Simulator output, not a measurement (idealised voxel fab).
A process module follows: voxel capacitor over wiring.
Square cells of 5 nm make up the cross-section cut, whose width is 230 nm.
Heads up, the way a cross-section reads in here is a grid of square cells, handed over as bands from the top down, with every band being one or more rows of cells.
Look at the band entry: it leads with the top's height and the bottom's height in nm. Then it lists the materials left to right, with a width in nm for each. The word "throughout" on a single material says that material fills the band edge to edge. The word "air" is empty space.
Height 0 is the level under which the wafer as received is all one material. The lowest band goes on downwards, as in "z 0 and below".
So if you see something like "30->40" for the width, read it as the top row of the band sitting at the first number and the bottom row at the second, with every row in between moving by the same amount as the last.
No cell of the cross-section changed in a step that is given as "no modifications".
The list in "Enclosed internal cavities" covers empty spaces of 8 cells or more that cannot reach the top through any open way, and it gives each as width x height at distance; the distance is from the left edge, and width, height and distance are in nm.
Heads up: the bit after the settings on a step's line is the simulator's remark on that step.
What "overlay nm" on a step's line means: if the step has a mask, that mask lay this far to the right of its planned place, or, when the value is negative, to the left.

## The process steps that were planned are listed below
| 1 | RECEIVE: material Si |
| 2 | CONFORMAL_DEP: material SiO2, thk nm 10 |
| 3 | CONFORMAL_DEP: material SiCN, thk nm 5 |
| 4 | DIRECTIONAL_DEP: material SiO2, thk nm 20 |
| 5 | DIRECTIONAL_DEP: material aC, thk nm 15 |
| 6 | PATTERN: tone open, mask id METAL_1, material resist, width nm 30, pitch nm 95, thk nm 35, overlay nm 0 |
| 7 | DIRECTIONAL_ETCH: etch materials aC, depth nm 15 |
| 8 | STRIP: etch materials resist |
| 9 | DIRECTIONAL_ETCH: etch materials SiO2, depth nm 20 |
| 10 | DIRECTIONAL_ETCH: etch materials SiCN, depth nm 5 |
| 11 | STRIP: etch materials aC |
| 12 | CONFORMAL_DEP: material TiN, thk nm 5 |
| 13 | FILL_DEP: material Ru, thk nm 5 |
| 14 | CMP: height nm 35 |
| 15 | CONFORMAL_DEP: material SiCN, thk nm 5 |
| 16 | DIRECTIONAL_DEP: material lowk, thk nm 15 |
| 17 | DIRECTIONAL_DEP: material aC, thk nm 10 |
| 18 | PATTERN: tone open, mask id PLUG_1, material resist, width nm 15, thk nm 30, overlay nm 0 |
| 19 | DIRECTIONAL_ETCH: etch materials aC, depth nm 10 |
| 20 | STRIP: etch materials resist |
| 21 | DIRECTIONAL_ETCH: etch materials lowk, depth nm 15 |
| 22 | DIRECTIONAL_ETCH: etch materials SiCN, depth nm 5 |
| 23 | STRIP: etch materials aC |
| 24 | EPI: material Ru, thk nm 10 |
| 25 | EPI: material Ru, thk nm 10 |
| 26 | DIRECTIONAL_DEP: material TiN, thk nm 10 |
| 27 | DIRECTIONAL_DEP: material SiN, thk nm 5 |
| 28 | DIRECTIONAL_DEP: material TiN, thk nm 10 |
| 29 | MASKED_ETCH: tone cover, mask id UPPER_PLATE, width nm 70, etch materials TiN, depth nm 10, overlay nm 0 |
| 30 | MASKED_ETCH: tone cover, mask id UPPER_PLATE, width nm 70, etch materials SiN, depth nm 5, overlay nm 0 |
| 31 | DIRECTIONAL_DEP: material aC, thk nm 10 |
| 32 | PATTERN: tone cover, mask id LOWER_PLATE, material resist, width nm 80, thk nm 25, overlay nm 0 |
| 33 | DIRECTIONAL_ETCH: etch materials aC, depth nm 10 |
| 34 | STRIP: etch materials resist |
| 35 | DIRECTIONAL_ETCH: etch materials TiN, depth nm 10 |
| 36 | STRIP: etch materials aC |
| 37 | FILL_DEP: material SiO2, thk nm 15 |
| 38 | CMP: height nm 90 |
| 39 | DIRECTIONAL_DEP: material aC, thk nm 15 |
| 40 | PATTERN: tone open, mask id PLUG_2, material resist, width nm 15, thk nm 35, overlay nm 0 |
| 41 | DIRECTIONAL_ETCH: etch materials aC, depth nm 15 |
| 42 | STRIP: etch materials resist |
| 43 | DIRECTIONAL_ETCH: etch materials SiO2, depth nm 10 |
| 44 | STRIP: etch materials aC |
| 45 | CONFORMAL_DEP: material TiN, thk nm 5 |
| 46 | FILL_DEP: material W, thk nm 5 |
| 47 | CMP: height nm 90 |
| 48 | CONFORMAL_DEP: material SiN, thk nm 5 |

## Account of the first of two wafers, which was processed as intended

## Shown in cross-section is the wafer as received, that is, as it stands after step 1
z 0 and below = Si throughout
Enclosed internal cavities: none

## The wafer, seen in cross-section, after step 2
z 10 to 0 = SiO2 throughout
Beneath the level 0, the cross-section is identical to its previous state.

## The wafer, seen in cross-section, after step 3
z 15 to 10 = SiCN throughout
Beneath the level 10, the cross-section is identical to its previous state.

## The wafer, seen in cross-section, after step 4
z 35 to 15 = SiO2 throughout
Beneath the level 15, the cross-section is identical to its previous state.

## The wafer, seen in cross-section, after step 5
z 50 to 35 = aC throughout
Beneath the level 35, the cross-section is identical to its previous state.

## The wafer, seen in cross-section, after step 6
z 85 to 50 = 50 resist / 30 air / 65 resist / 30 air / 55 resist
Beneath the level 50, the cross-section is identical to its previous state.

## The wafer, seen in cross-section, after step 7
z 70 to 50 = 50 resist / 30 air / 65 resist / 30 air / 55 resist
z 50 to 35 = 50 aC / 30 air / 65 aC / 30 air / 55 aC
Beneath the level 35, the cross-section is identical to its previous state.

## The wafer, seen in cross-section, after step 8
z 50 to 35 = 50 aC / 30 air / 65 aC / 30 air / 55 aC
Beneath the level 35, the cross-section is identical to its previous state.

## The wafer, seen in cross-section, after step 9
z 50 to 35 = 50 aC / 30 air / 65 aC / 30 air / 55 aC
z 35 to 15 = 50 SiO2 / 30 air / 65 SiO2 / 30 air / 55 SiO2
Beneath the level 15, the cross-section is identical to its previous state.

## The wafer, seen in cross-section, after step 10
z 50 to 35 = 50 aC / 30 air / 65 aC / 30 air / 55 aC
z 35 to 15 = 50 SiO2 / 30 air / 65 SiO2 / 30 air / 55 SiO2
z 15 to 10 = 50 SiCN / 30 air / 65 SiCN / 30 air / 55 SiCN
Beneath the level 10, the cross-section is identical to its previous state.

## The wafer, seen in cross-section, after step 11
z 35 to 15 = 50 SiO2 / 30 air / 65 SiO2 / 30 air / 55 SiO2
Beneath the level 15, the cross-section is identical to its previous state.

## The wafer, seen in cross-section, after step 12
z 40 to 35 = 55 TiN / 20 air / 75 TiN / 20 air / 60 TiN
z 35 to 15 = 50 SiO2 / 5 TiN / 20 air / 5 TiN / 65 SiO2 / 5 TiN / 20 air / 5 TiN / 55 SiO2
z 15 to 10 = 50 SiCN / 30 TiN / 65 SiCN / 30 TiN / 55 SiCN
Beneath the level 10, the cross-section is identical to its previous state.

## The wafer, seen in cross-section, after step 13
z 45 to 40 = Ru throughout
z 40 to 35 = 55 TiN / 20 Ru / 75 TiN / 20 Ru / 60 TiN
z 35 to 15 = 50 SiO2 / 5 TiN / 20 Ru / 5 TiN / 65 SiO2 / 5 TiN / 20 Ru / 5 TiN / 55 SiO2
Beneath the level 15, the cross-section is identical to its previous state.

## The wafer, seen in cross-section, after step 14
z 35 to 15 = 50 SiO2 / 5 TiN / 20 Ru / 5 TiN / 65 SiO2 / 5 TiN / 20 Ru / 5 TiN / 55 SiO2
Beneath the level 15, the cross-section is identical to its previous state.

## The wafer, seen in cross-section, after step 15
z 40 to 35 = SiCN throughout
Beneath the level 35, the cross-section is identical to its previous state.

## The wafer, seen in cross-section, after step 16
z 55 to 40 = lowk throughout
Beneath the level 40, the cross-section is identical to its previous state.

## The wafer, seen in cross-section, after step 17
z 65 to 55 = aC throughout
Beneath the level 55, the cross-section is identical to its previous state.

## The wafer, seen in cross-section, after step 18
z 95 to 65 = 65 resist / 15 air / 150 resist
Beneath the level 65, the cross-section is identical to its previous state.

## The wafer, seen in cross-section, after step 19
z 85 to 65 = 65 resist / 15 air / 150 resist
z 65 to 55 = 65 aC / 15 air / 150 aC
Beneath the level 55, the cross-section is identical to its previous state.

## The wafer, seen in cross-section, after step 20
z 65 to 55 = 65 aC / 15 air / 150 aC
Beneath the level 55, the cross-section is identical to its previous state.

## The wafer, seen in cross-section, after step 21
z 65 to 55 = 65 aC / 15 air / 150 aC
z 55 to 40 = 65 lowk / 15 air / 150 lowk
Beneath the level 40, the cross-section is identical to its previous state.

## The wafer, seen in cross-section, after step 22
z 65 to 55 = 65 aC / 15 air / 150 aC
z 55 to 40 = 65 lowk / 15 air / 150 lowk
z 40 to 35 = 65 SiCN / 15 air / 150 SiCN
Beneath the level 35, the cross-section is identical to its previous state.

## The wafer, seen in cross-section, after step 23
z 55 to 40 = 65 lowk / 15 air / 150 lowk
Beneath the level 40, the cross-section is identical to its previous state.

## The wafer, seen in cross-section, after step 24
z 55 to 45 = 65 lowk / 15 air / 150 lowk
z 45 to 40 = 65 lowk / 15 Ru / 150 lowk
z 40 to 35 = 65 SiCN / 15 Ru / 150 SiCN
Beneath the level 35, the cross-section is identical to its previous state.

## The wafer, seen in cross-section, after step 25
z 55 to 40 = 65 lowk / 15 Ru / 150 lowk
Beneath the level 40, the cross-section is identical to its previous state.

## The wafer, seen in cross-section, after step 26
z 65 to 55 = TiN throughout
Beneath the level 55, the cross-section is identical to its previous state.

## The wafer, seen in cross-section, after step 27
z 70 to 65 = SiN throughout
Beneath the level 65, the cross-section is identical to its previous state.

## The wafer, seen in cross-section, after step 28
z 80 to 70 = TiN throughout
Beneath the level 70, the cross-section is identical to its previous state.

## The wafer, seen in cross-section, after step 29
z 80 to 70 = 65 air / 70 TiN / 95 air
Beneath the level 70, the cross-section is identical to its previous state.

## The wafer, seen in cross-section, after step 30
z 80 to 70 = 65 air / 70 TiN / 95 air
z 70 to 65 = 65 air / 70 SiN / 95 air
Beneath the level 65, the cross-section is identical to its previous state.

## The wafer, seen in cross-section, after step 31
z 90 to 80 = 65 air / 70 aC / 95 air
z 80 to 75 = 65 air / 70 TiN / 95 air
z 75 to 70 = 65 aC / 70 TiN / 95 aC
z 70 to 65 = 65 aC / 70 SiN / 95 aC
Beneath the level 65, the cross-section is identical to its previous state.

## The wafer, seen in cross-section, after step 32
z 115 to 90 = 60 air / 80 resist / 90 air
z 90 to 80 = 60 air / 5 resist / 70 aC / 5 resist / 90 air
z 80 to 75 = 60 air / 5 resist / 70 TiN / 5 resist / 90 air
Beneath the level 75, the cross-section is identical to its previous state.

## The wafer, seen in cross-section, after step 33
z 105 to 90 = 60 air / 80 resist / 90 air
z 90 to 80 = 60 air / 5 resist / 70 aC / 5 resist / 90 air
z 80 to 75 = 60 air / 5 resist / 70 TiN / 5 resist / 90 air
z 75 to 70 = 60 air / 5 aC / 70 TiN / 5 aC / 90 air
z 70 to 65 = 60 air / 5 aC / 70 SiN / 5 aC / 90 air
Beneath the level 65, the cross-section is identical to its previous state.

## The wafer, seen in cross-section, after step 34
z 90 to 80 = 65 air / 70 aC / 95 air
z 80 to 75 = 65 air / 70 TiN / 95 air
Beneath the level 75, the cross-section is identical to its previous state.

## The wafer, seen in cross-section, after step 35
z 90 to 80 = 65 air / 70 aC / 95 air
z 80 to 75 = 65 air / 70 TiN / 95 air
z 75 to 70 = 60 air / 5 aC / 70 TiN / 5 aC / 90 air
z 70 to 65 = 60 air / 5 aC / 70 SiN / 5 aC / 90 air
z 65 to 55 = 60 air / 80 TiN / 90 air
Beneath the level 55, the cross-section is identical to its previous state.

## The wafer, seen in cross-section, after step 36
z 80 to 70 = 65 air / 70 TiN / 95 air
z 70 to 65 = 65 air / 70 SiN / 95 air
Beneath the level 65, the cross-section is identical to its previous state.

## The wafer, seen in cross-section, after step 37
z 95 to 80 = SiO2 throughout
z 80 to 70 = 65 SiO2 / 70 TiN / 95 SiO2
z 70 to 65 = 65 SiO2 / 70 SiN / 95 SiO2
z 65 to 55 = 60 SiO2 / 80 TiN / 90 SiO2
Beneath the level 55, the cross-section is identical to its previous state.

## The wafer, seen in cross-section, after step 38
z 90 to 80 = SiO2 throughout
Beneath the level 80, the cross-section is identical to its previous state.

## The wafer, seen in cross-section, after step 39
z 105 to 90 = aC throughout
Beneath the level 90, the cross-section is identical to its previous state.

## The wafer, seen in cross-section, after step 40
z 140 to 105 = 75 resist / 15 air / 140 resist
Beneath the level 105, the cross-section is identical to its previous state.

## The wafer, seen in cross-section, after step 41
z 125 to 105 = 75 resist / 15 air / 140 resist
z 105 to 90 = 75 aC / 15 air / 140 aC
Beneath the level 90, the cross-section is identical to its previous state.

## The wafer, seen in cross-section, after step 42
z 105 to 90 = 75 aC / 15 air / 140 aC
Beneath the level 90, the cross-section is identical to its previous state.

## The wafer, seen in cross-section, after step 43
z 105 to 90 = 75 aC / 15 air / 140 aC
z 90 to 80 = 75 SiO2 / 15 air / 140 SiO2
Beneath the level 80, the cross-section is identical to its previous state.

## The wafer, seen in cross-section, after step 44
z 90 to 80 = 75 SiO2 / 15 air / 140 SiO2
Beneath the level 80, the cross-section is identical to its previous state.

## The wafer, seen in cross-section, after step 45
z 95 to 90 = 80 TiN / 5 air / 145 TiN
z 90 to 85 = 75 SiO2 / 5 TiN / 5 air / 5 TiN / 140 SiO2
z 85 to 80 = 75 SiO2 / 15 TiN / 140 SiO2
Beneath the level 80, the cross-section is identical to its previous state.

## The wafer, seen in cross-section, after step 46
z 100 to 95 = W throughout
z 95 to 90 = 80 TiN / 5 W / 145 TiN
z 90 to 85 = 75 SiO2 / 5 TiN / 5 W / 5 TiN / 140 SiO2
Beneath the level 85, the cross-section is identical to its previous state.

## The wafer, seen in cross-section, after step 47
z 90 to 85 = 75 SiO2 / 5 TiN / 5 W / 5 TiN / 140 SiO2
Beneath the level 85, the cross-section is identical to its previous state.

## The wafer, seen in cross-section, after step 48
z 95 to 90 = SiN throughout
Beneath the level 90, the cross-section is identical to its previous state.

## Second Wafer (Identical Start and Plan, One Processing Error; Matches First Wafer Through Step 26)

## Here is the second wafer in cross-section at the point where step 27 of the plan should have been done
z 75 to 55 = TiN throughout
Beneath the level 55, the cross-section is identical to its previous state.

## Here is the second wafer in cross-section at the point where step 28 of the plan should have been done
z 80 to 75 = SiN throughout
Beneath the level 75, the cross-section is identical to its previous state.

Here is the second wafer in cross-section at the point where step 29 of the plan should have been done: no modifications

## Here is the second wafer in cross-section at the point where step 30 of the plan should have been done
z 80 to 75 = 65 air / 70 SiN / 95 air
Beneath the level 75, the cross-section is identical to its previous state.

## Here is the second wafer in cross-section at the point where step 31 of the plan should have been done
z 90 to 85 = 65 air / 70 aC / 95 air
z 85 to 80 = aC throughout
z 80 to 75 = 65 aC / 70 SiN / 95 aC
Beneath the level 75, the cross-section is identical to its previous state.

## Here is the second wafer in cross-section at the point where step 32 of the plan should have been done
z 115 to 90 = 60 air / 80 resist / 90 air
z 90 to 85 = 60 air / 5 resist / 70 aC / 5 resist / 90 air
Beneath the level 85, the cross-section is identical to its previous state.

## Here is the second wafer in cross-section at the point where step 33 of the plan should have been done
z 105 to 90 = 60 air / 80 resist / 90 air
z 90 to 85 = 60 air / 5 resist / 70 aC / 5 resist / 90 air
z 85 to 80 = 60 air / 80 aC / 90 air
z 80 to 75 = 60 air / 5 aC / 70 SiN / 5 aC / 90 air
Beneath the level 75, the cross-section is identical to its previous state.

## Here is the second wafer in cross-section at the point where step 34 of the plan should have been done
z 90 to 80 = 65->60 air / 70->80 aC / 95->90 air
Beneath the level 80, the cross-section is identical to its previous state.

## Here is the second wafer in cross-section at the point where step 35 of the plan should have been done
z 90 to 80 = 65->60 air / 70->80 aC / 95->90 air
z 80 to 75 = 60 air / 5 aC / 70 SiN / 5 aC / 90 air
z 75 to 65 = 60 air / 80 TiN / 90 air
Beneath the level 65, the cross-section is identical to its previous state.

## Here is the second wafer in cross-section at the point where step 36 of the plan should have been done
z 80 to 75 = 65 air / 70 SiN / 95 air
Beneath the level 75, the cross-section is identical to its previous state.

## Here is the second wafer in cross-section at the point where step 37 of the plan should have been done
z 95 to 80 = SiO2 throughout
z 80 to 75 = 65 SiO2 / 70 SiN / 95 SiO2
z 75 to 65 = 60 SiO2 / 80 TiN / 90 SiO2
Beneath the level 65, the cross-section is identical to its previous state.

## Here is the second wafer in cross-section at the point where step 38 of the plan should have been done
z 90 to 80 = SiO2 throughout
Beneath the level 80, the cross-section is identical to its previous state.

## Here is the second wafer in cross-section at the point where step 39 of the plan should have been done
z 105 to 90 = aC throughout
Beneath the level 90, the cross-section is identical to its previous state.

## Here is the second wafer in cross-section at the point where step 40 of the plan should have been done
z 140 to 105 = 75 resist / 15 air / 140 resist
Beneath the level 105, the cross-section is identical to its previous state.

## Here is the second wafer in cross-section at the point where step 41 of the plan should have been done
z 125 to 105 = 75 resist / 15 air / 140 resist
z 105 to 90 = 75 aC / 15 air / 140 aC
Beneath the level 90, the cross-section is identical to its previous state.

## Here is the second wafer in cross-section at the point where step 42 of the plan should have been done
z 105 to 90 = 75 aC / 15 air / 140 aC
Beneath the level 90, the cross-section is identical to its previous state.

## Here is the second wafer in cross-section at the point where step 43 of the plan should have been done
z 105 to 90 = 75 aC / 15 air / 140 aC
z 90 to 80 = 75 SiO2 / 15 air / 140 SiO2
Beneath the level 80, the cross-section is identical to its previous state.

## Here is the second wafer in cross-section at the point where step 44 of the plan should have been done
z 90 to 80 = 75 SiO2 / 15 air / 140 SiO2
Beneath the level 80, the cross-section is identical to its previous state.

## Here is the second wafer in cross-section at the point where step 45 of the plan should have been done
z 95 to 90 = 80 TiN / 5 air / 145 TiN
z 90 to 85 = 75 SiO2 / 5 TiN / 5 air / 5 TiN / 140 SiO2
z 85 to 80 = 75 SiO2 / 15 TiN / 140 SiO2
Beneath the level 80, the cross-section is identical to its previous state.

## Here is the second wafer in cross-section at the point where step 46 of the plan should have been done
z 100 to 95 = W throughout
z 95 to 90 = 80 TiN / 5 W / 145 TiN
z 90 to 85 = 75 SiO2 / 5 TiN / 5 W / 5 TiN / 140 SiO2
Beneath the level 85, the cross-section is identical to its previous state.

## Here is the second wafer in cross-section at the point where step 47 of the plan should have been done
z 90 to 85 = 75 SiO2 / 5 TiN / 5 W / 5 TiN / 140 SiO2
Beneath the level 85, the cross-section is identical to its previous state.

## Here is the second wafer in cross-section at the point where step 48 of the plan should have been done
z 95 to 90 = SiN throughout
Beneath the level 90, the cross-section is identical to its previous state.
Heads up, the wafer didn't run the way we planned it: mixed up steps 27 and 28 - ran each in the other's place
Count the cells at the end and the second wafer has more or fewer of some materials than the first: -64 SiO2, +64 TiN
